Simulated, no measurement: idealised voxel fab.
Presented below is a process module, voxel transistor to metal.
We display cut, a cross-section 300 nm in width whose square cells are each 5 nm.
Cross-section = grid of square cells, listed top down in bands; band = one or more rows. Basically the band line says how high the top is and how high the bottom is, in nm, and then what's in it from left to right, every material with its width in nm. Empty space shows up as "air", and if a single material carries "full width" it runs the full band edge to edge. The reference from which all heights are counted is 0, the level beneath which the as-received wafer is entirely one material; the lowest band, having no lower bound, proceeds downward and is written after the example "0..down". A width such as "30 to 40" changes by the same amount from each row of cells to the next, from the band's top row to its bottom row. Key: "everything unchanged" - step with no changed cell in the cross-section. Under "Enclosed void inventory" you'll find the enclosed gaps, the ones with no way out to the top, that are 8 cells or bigger; each reads width x height at distance, with distance counted from the left edge, everything in nm. It should be noted that, on the line of a given step, the content following the step's settings is a remark produced by the simulator itself with respect to that step. overlay nm: step with mask; distance mask lay right of planned place; negative value = left of planned place.

These are the steps we planned for the process:
- 1: RECEIVE | material Si
- 2: OXIDIZE | depth nm 5
- 3: CONFORMAL_DEP | material SiN | thk nm 15
- 4: MASKED_ETCH | tone cover | mask id ACTIVE | width nm 105 | pitch nm 130 | etch materials SiN | depth nm 15 | overlay nm 0
- 5: MASKED_ETCH | tone cover | mask id ACTIVE | width nm 105 | pitch nm 130 | etch materials SiO2 | depth nm 5 | overlay nm 0
- 6: MASKED_ETCH | tone cover | mask id ACTIVE | width nm 105 | pitch nm 130 | etch materials Si | depth nm 20 | overlay nm 0
- 7: FILL_DEP | material SiO2 | thk nm 10
- 8: CMP | height nm 15
- 9: SELECTIVE_ETCH | etch materials SiO2 | depth nm 5
- 10: STRIP | etch materials SiN
- 11: SELECTIVE_ETCH | etch materials SiO2 | depth nm 5
- 12: OXIDIZE | depth nm 5
- 13: DIRECTIONAL_DEP | material polySi | thk nm 30
- 14: DIRECTIONAL_DEP | material SiCN | thk nm 10
- 15: PATTERN | tone cover | mask id GATE | material resist | width nm 15 | pitch nm 130 | thk nm 20 | overlay nm 0
- 16: DIRECTIONAL_ETCH | etch materials SiCN | depth nm 20
- 17: DIRECTIONAL_ETCH | etch materials polySi | depth nm 40
- 18: STRIP | etch materials resist
- 19: CONFORMAL_DEP | material SiN | thk nm 10
- 20: DIRECTIONAL_ETCH | etch materials SiN | depth nm 10
- 21: DIRECTIONAL_ETCH | etch materials SiO2 | depth nm 5
- 22: DIRECTIONAL_ETCH | etch materials Si | depth nm 10
- 23: EPI | material SiGe | thk nm 15
- 24: FILL_DEP | material SiO2 | thk nm 10
- 25: CMP | height nm 35
- 26: DIRECTIONAL_DEP | material SiO2 | thk nm 15
- 27: PATTERN | tone open | mask id CONTACT | material resist | width nm 20 | thk nm 20 | overlay nm 0
- 28: DIRECTIONAL_ETCH | etch materials SiO2 | depth nm 45
- 29: STRIP | etch materials resist
- 30: CONFORMAL_DEP | material TiN | thk nm 5
- 31: FILL_DEP | material W | thk nm 5
- 32: CMP | height nm 50
- 33: DIRECTIONAL_DEP | material TiN | thk nm 5
- 34: DIRECTIONAL_DEP | material W | thk nm 20
- 35: MASKED_ETCH | tone cover | mask id METAL_1 | width nm 20 | etch materials W | depth nm 20 | overlay nm 0
- 36: MASKED_ETCH | tone cover | mask id METAL_1 | width nm 20 | etch materials TiN | depth nm 5 | overlay nm 0
- 37: FILL_DEP | material SiO2 | thk nm 5
- 38: CMP | height nm 75
- 39: CONFORMAL_DEP | material SiCN | thk nm 5
- 40: DIRECTIONAL_DEP | material lowk | thk nm 30
- 41: DIRECTIONAL_DEP | material aC | thk nm 10
- 42: PATTERN | tone open | mask id METAL_2 | material resist | width nm 20 | pitch nm 130 | thk nm 30 | overlay nm 0
- 43: DIRECTIONAL_ETCH | etch materials aC | depth nm 10
- 44: STRIP | etch materials resist
- 45: DIRECTIONAL_ETCH | etch materials lowk | depth nm 15
- 46: STRIP | etch materials aC
- 47: DIRECTIONAL_DEP | material aC | thk nm 5
- 48: PATTERN | tone open | mask id METAL_2_HOLES | material resist | width nm 15 | pitch nm 130 | thk nm 25 | overlay nm 0
- 49: DIRECTIONAL_ETCH | etch materials aC | depth nm 10
- 50: STRIP | etch materials resist
- 51: DIRECTIONAL_ETCH | etch materials lowk | depth nm 15
- 52: DIRECTIONAL_ETCH | etch materials SiCN | depth nm 5
- 53: STRIP | etch materials aC
- 54: CONFORMAL_DEP | material TiN | thk nm 5
- 55: FILL_DEP | material Cu | thk nm 10
- 56: CMP | height nm 110
- 57: CONFORMAL_DEP | material SiCN | thk nm 5
The wafers in this document start out alike and differ in the thk nm applied at step 47; the plan shows the value used for the first wafer.

Cross-section: the first of several wafers in its as-received state, i.e. following step 1:
> 0..down  Si full width
> Enclosed void inventory: none

Take any row and you have a wafer at the end of the module: how many cells of each material it has gained (+) or lost (-) since it was received, and then its closed voids:
thk nm 5; +16 Cu; -222 Si; +126 SiCN; +120 SiGe; +80 SiN; +650 SiO2; +128 TiN; +128 W; +318 lowk; +36 polySi; Enclosed void inventory: none
thk nm 10; +16 Cu; -222 Si; +126 SiCN; +120 SiGe; +80 SiN; +650 SiO2; +128 TiN; +128 W; +318 lowk; +36 polySi; Enclosed void inventory: none
thk nm 15; +8 Cu; -222 Si; +132 SiCN; +120 SiGe; +80 SiN; +650 SiO2; +112 TiN; +128 W; +336 lowk; +36 polySi; Enclosed void inventory: none
thk nm 20; +8 Cu; -222 Si; +132 SiCN; +120 SiGe; +80 SiN; +650 SiO2; +112 TiN; +128 W; +336 lowk; +36 polySi; Enclosed void inventory: none
thk nm 25; +8 Cu; -222 Si; +132 SiCN; +120 SiGe; +80 SiN; +650 SiO2; +112 TiN; +128 W; +336 lowk; +36 polySi; Enclosed void inventory: none
